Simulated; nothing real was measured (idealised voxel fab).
process module | voxel trench capacitor
cross-section cut | 165 nm wide | cells 5 nm
A cross-section is a grid of square cells, given in bands from the top down. A band is one or more rows of cells.
Each band's line starts with the height of the band's top and of its bottom, in nm. Then come its materials from left to right, each with its width in nm. One material with "throughout" fills the band from edge to edge. "air" is empty space.
Height 0 is the level under which the wafer as received is all one material. The lowest band goes on downwards, as in "0 down".
A width such as "30 to 40" changes by the same amount from each row of cells to the next, from the band's top row to its bottom row.
"no change" after a step means that no cell of the cross-section changed.
closed voids: empty space of 8 cells or more with no open way to the top, each as width x height at its distance from the left edge, in nm
after a step's settings: what the simulator itself notes on the step
overlay nm, on a step with a mask: how far to the right of its planned place the mask lay; to the left if negative
plan
1 op RECEIVE | material Si
2 op CONFORMAL_DEP | material SiN | thk nm 10
3 op MASKED_ETCH | tone open | mask id TRENCH | width nm 30 | pitch nm 60 | etch materials SiN | depth nm 10 | overlay nm 0
4 op MASKED_ETCH | tone open | mask id TRENCH | width nm 30 | pitch nm 60 | etch materials Si | depth nm 35 | overlay nm 0
5 op CONFORMAL_DEP | material Al2O3 | thk nm 5
6 op CONFORMAL_DEP | material TiN | thk nm 5
7 op FILL_DEP | material W | thk nm 10
8 op CMP | height nm 10
as received, after step 1
  0 down: Si throughout
  closed voids: none
first wafer at the end, as planned
  10 to 0: SiN 35 | Al2O3 5 | TiN 5 | W 10 | TiN 5 | Al2O3 5 | SiN 30 | Al2O3 5 | TiN 5 | W 10 | TiN 5 | Al2O3 5 | SiN 40
  0 to -25: Si 35 | Al2O3 5 | TiN 5 | W 10 | TiN 5 | Al2O3 5 | Si 30 | Al2O3 5 | TiN 5 | W 10 | TiN 5 | Al2O3 5 | Si 40
  -25 to -30: Si 35 | Al2O3 5 | TiN 20 | Al2O3 5 | Si 30 | Al2O3 5 | TiN 20 | Al2O3 5 | Si 40
  -30 to -35: Si 35 | Al2O3 30 | Si 30 | Al2O3 30 | Si 40
  -35 down: Si throughout
  closed voids: none
second wafer at the end: like start, like plan, one mistake
  10 to 0: SiN 35 | Al2O3 5 | TiN 20 to 10 | Al2O3 5 to 15 | SiN 30 | Al2O3 5 | TiN 20 to 10 | Al2O3 5 to 15 | SiN 40
  0 to -30: Si 35 | Al2O3 5 | TiN 10 | Al2O3 5 | Si 40 | Al2O3 5 | TiN 10 | Al2O3 5 | Si 50
  -30 to -35: Si 35 | Al2O3 20 | Si 40 | Al2O3 20 | Si 50
  -35 down: Si throughout
  closed voids: none
what went wrong: step 4 ran as: op MASKED_ETCH | tone open | mask id TRENCH | width nm 30 | pitch nm 60 | etch materials Si | depth nm 35 | overlay nm -10
at the end the second wafer has, in cells: 28 more of Si | 28 fewer of W
